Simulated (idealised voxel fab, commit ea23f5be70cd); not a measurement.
voxel lift off: a process module
cross-section cut | 290 nm wide | cells 5 nm
Square cells in a grid make up a cross-section in this document, and the grid is given as bands, listed from the top down, each one or more rows of cells.
Basically the band line says how high the top is and how high the bottom is, in nm, and then what's in it from left to right, every material with its width in nm. Empty space shows up as "blank", and if a single material carries "full width" it runs the full band edge to edge.
Ref level 0: as-received wafer is one material below here. Bottom band extends down with no lower bound ("0 -> down").
Read "30..40" as a graded width: first number on top, second number at the bottom, same change between each pair of neighbouring rows.
"identical to before" after a step means that no cell of the cross-section changed.
Entry "Enclosed void listing". Content: empty spaces with no open connection to the top, size 8 cells or greater. Each: width x height at distance. Distance: from left edge. Unit: nm.
That trailing text on a step's line, after the settings, is the simulator's own remark on the step.
"overlay nm" answers the question of how far to the right of plan the mask lay on a step that has a mask, and when it is negative the answer is to the left.
Listed below are the process steps as planned:
1) RECEIVE (material Si)
2) CONFORMAL_DEP (material SiO2; thk nm 10)
3) PATTERN (tone open; mask id LINES; material resist; width nm 20; pitch nm 35; thk nm 20; overlay nm 0)
4) DIRECTIONAL_DEP (material Ru; thk nm 10)
5) STRIP (etch materials resist)
6) CONFORMAL_DEP (material SiCN; thk nm 5)
First of two wafers, processed according to plan:
Received-state cross-section, reflecting completion of step 1:
  0 -> down | Si full width
  Enclosed void listing: none
Step 2 complete: cross-section through the wafer:
  10 -> 0 | SiO2 full width
  Heights below 0 show no change.
Step 3 complete: cross-section through the wafer:
  30 -> 10 | resist (80) / blank (20) / resist (15) / blank (20) / resist (15) / blank (20) / resist (15) / blank (20) / resist (85)
  Heights below 10 show no change.
Step 4 complete: cross-section through the wafer:
  40 -> 30 | Ru (80) / blank (20) / Ru (15) / blank (20) / Ru (15) / blank (20) / Ru (15) / blank (20) / Ru (85)
  30 -> 20 | resist (80) / blank (20) / resist (15) / blank (20) / resist (15) / blank (20) / resist (15) / blank (20) / resist (85)
  20 -> 10 | resist (80) / Ru (20) / resist (15) / Ru (20) / resist (15) / Ru (20) / resist (15) / Ru (20) / resist (85)
  Heights below 10 show no change.
Step 5 complete: cross-section through the wafer:
  20 -> 10 | blank (80) / Ru (20) / blank (15) / Ru (20) / blank (15) / Ru (20) / blank (15) / Ru (20) / blank (85)
  Heights below 10 show no change.
Step 6 complete: cross-section through the wafer:
  25 -> 20 | blank (75) / SiCN (30) / blank (5) / SiCN (30) / blank (5) / SiCN (30) / blank (5) / SiCN (30) / blank (80)
  20 -> 15 | blank (75) / SiCN (5) / Ru (20) / SiCN (5) / blank (5) / SiCN (5) / Ru (20) / SiCN (5) / blank (5) / SiCN (5) / Ru (20) / SiCN (5) / blank (5) / SiCN (5) / Ru (20) / SiCN (5) / blank (80)
  15 -> 10 | SiCN (80) / Ru (20) / SiCN (15) / Ru (20) / SiCN (15) / Ru (20) / SiCN (15) / Ru (20) / SiCN (85)
  Heights below 10 show no change.
Second wafer - shared start and plan with the first - one error in running - same as the first up to step 2 inclusive:
Cross-section of the second wafer at the time step 3 of the plan should have ended:
  30 -> 10 | resist (85) / blank (15) / resist (20) / blank (15) / resist (20) / blank (15) / resist (20) / blank (15) / resist (85)
  Heights below 10 show no change.
Cross-section of the second wafer at the time step 4 of the plan should have ended:
  40 -> 30 | Ru (85) / blank (15) / Ru (20) / blank (15) / Ru (20) / blank (15) / Ru (20) / blank (15) / Ru (85)
  30 -> 20 | resist (85) / blank (15) / resist (20) / blank (15) / resist (20) / blank (15) / resist (20) / blank (15) / resist (85)
  20 -> 10 | resist (85) / Ru (15) / resist (20) / Ru (15) / resist (20) / Ru (15) / resist (20) / Ru (15) / resist (85)
  Heights below 10 show no change.
Cross-section of the second wafer at the time step 5 of the plan should have ended:
  20 -> 10 | blank (85) / Ru (15) / blank (20) / Ru (15) / blank (20) / Ru (15) / blank (20) / Ru (15) / blank (85)
  Heights below 10 show no change.
Cross-section of the second wafer at the time step 6 of the plan should have ended:
  25 -> 20 | blank (80) / SiCN (25) / blank (10) / SiCN (25) / blank (10) / SiCN (25) / blank (10) / SiCN (25) / blank (80)
  20 -> 15 | blank (80) / SiCN (5) / Ru (15) / SiCN (5) / blank (10) / SiCN (5) / Ru (15) / SiCN (5) / blank (10) / SiCN (5) / Ru (15) / SiCN (5) / blank (10) / SiCN (5) / Ru (15) / SiCN (5) / blank (80)
  15 -> 10 | SiCN (85) / Ru (15) / SiCN (20) / Ru (15) / SiCN (20) / Ru (15) / SiCN (20) / Ru (15) / SiCN (85)
  Heights below 10 show no change.
Processing error: not per plan at step 3, really ran PATTERN (tone open; mask id LINES; material resist; width nm 15; pitch nm 35; thk nm 20; overlay nm 0)
Heads up, by the end the second wafer has more or fewer cells of some materials compared to the first: Ru -8
